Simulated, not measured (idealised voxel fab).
Name of the process module below: voxel self aligned contacts
cross-section cut | 230 nm wide | cells 5 nm
This document writes a cross-section as a grid whose cells are square, and gives it as bands, listed from the top down; one or more rows of cells form a band. Read a band's entry like this: the first values are the height of its top and the height of its bottom in nm, and what follows is the sequence of materials from left to right, each with its width in nm. Note that "empty" is empty space, and that a single material marked "everywhere" reaches across the band from edge to edge. Height is counted from the level 0, under which the received wafer is composed throughout of one material. The lowest of the bands is not closed at the bottom but continues downward, in the notation "0 and below". A width given as "30 to 40" starts at the first number in the band's top row and ends at the second number in its bottom row, shifting by an equal amount at every step from row to row. The designation "remained the same", where it is given for a processing step, indicates that no cell of the cross-section was altered in the course of that step. Closed empty spaces (no open way to the top) of 8 cells or more are what "Closed internal voids" lists, each as width x height at distance from the left edge, nm for all three. What comes after the settings on a step's line is commentary from the simulator itself on that step. The setting "overlay nm" may be written on the line of a step. When the step uses a mask, the value reports how far to the right of the planned place the mask lay, and a negative value reports that it lay to the left.

**Planned process steps**
- 1: RECEIVE with material Si
- 2: CONFORMAL_DEP with material SiO2, thk nm 5
- 3: DIRECTIONAL_DEP with material polySi, thk nm 20
- 4: DIRECTIONAL_DEP with material SiN, thk nm 15
- 5: DIRECTIONAL_DEP with material aC, thk nm 15
- 6: PATTERN with tone cover, mask id GATE, material resist, width nm 25, pitch nm 50, thk nm 30, overlay nm 0
- 7: DIRECTIONAL_ETCH with etch materials aC, depth nm 15
- 8: STRIP with etch materials resist
- 9: DIRECTIONAL_ETCH with etch materials SiN, depth nm 15
- 10: DIRECTIONAL_ETCH with etch materials polySi, depth nm 20
- 11: STRIP with etch materials aC
- 12: CONFORMAL_DEP with material SiN, thk nm 5
- 13: DIRECTIONAL_ETCH with etch materials SiN, depth nm 5
- 14: FILL_DEP with material SiO2, thk nm 15
- 15: CMP with height nm 50
- 16: PATTERN with tone open, mask id CONTACT, material resist, width nm 35, thk nm 15, overlay nm 0
- 17: DIRECTIONAL_ETCH with etch materials SiO2, depth nm 50
- 18: STRIP with etch materials resist
- 19: CONFORMAL_DEP with material TiN, thk nm 5
- 20: FILL_DEP with material Ru, thk nm 10
- 21: CMP with height nm 50
- 22: CONFORMAL_DEP with material SiN, thk nm 5

**Cross-section, incoming material, after step 1**
  0 and below  Si everywhere
  Closed internal voids: none

**As-planned run: cross-section of the first of two wafers at end of module**
  55 down to 50  SiN everywhere
  50 down to 40  SiO2=95 / TiN=5 to 15 / Ru=25 to 5 / TiN=5 to 15 / SiO2=100
  40 down to 25  SiO2=70 / SiN=35 / TiN=5 / Ru=5 / TiN=5 / SiN=35 / SiO2=75
  25 down to 5  SiO2=70 / SiN=5 / polySi=25 / SiN=5 / TiN=5 / Ru=5 / TiN=5 / SiN=5 / polySi=25 / SiN=5 / SiO2=75
  5 down to 0  SiO2=105 / TiN=15 / SiO2=110
  0 and below  Si everywhere
  Closed internal voids: none

**Now the second wafer, cross-sectioned at the end of the module. Nothing different at the start, nothing different in the plan compared with the first, just one mistake when it was actually run**
  55 down to 50  SiN everywhere
  50 down to 45  SiO2=95 / TiN=5 / Ru=25 / TiN=5 / SiO2=100
  45 down to 40  SiO2=95 / TiN=35 / SiO2=100
  40 down to 25  Ru everywhere
  25 down to 5  polySi everywhere
  5 down to 0  SiO2 everywhere
  0 and below  Si everywhere
  Closed internal voids: none
What broke from the plan during processing? step 4 ran with different settings than intended, the actual operation and settings being DIRECTIONAL_DEP with material Ru, thk nm 15
At the finish, the second wafer shows more or fewer cells for some materials than the first does: 130 more of Ru; 58 fewer of SiN; 200 fewer of SiO2; 16 fewer of TiN; 144 more of polySi
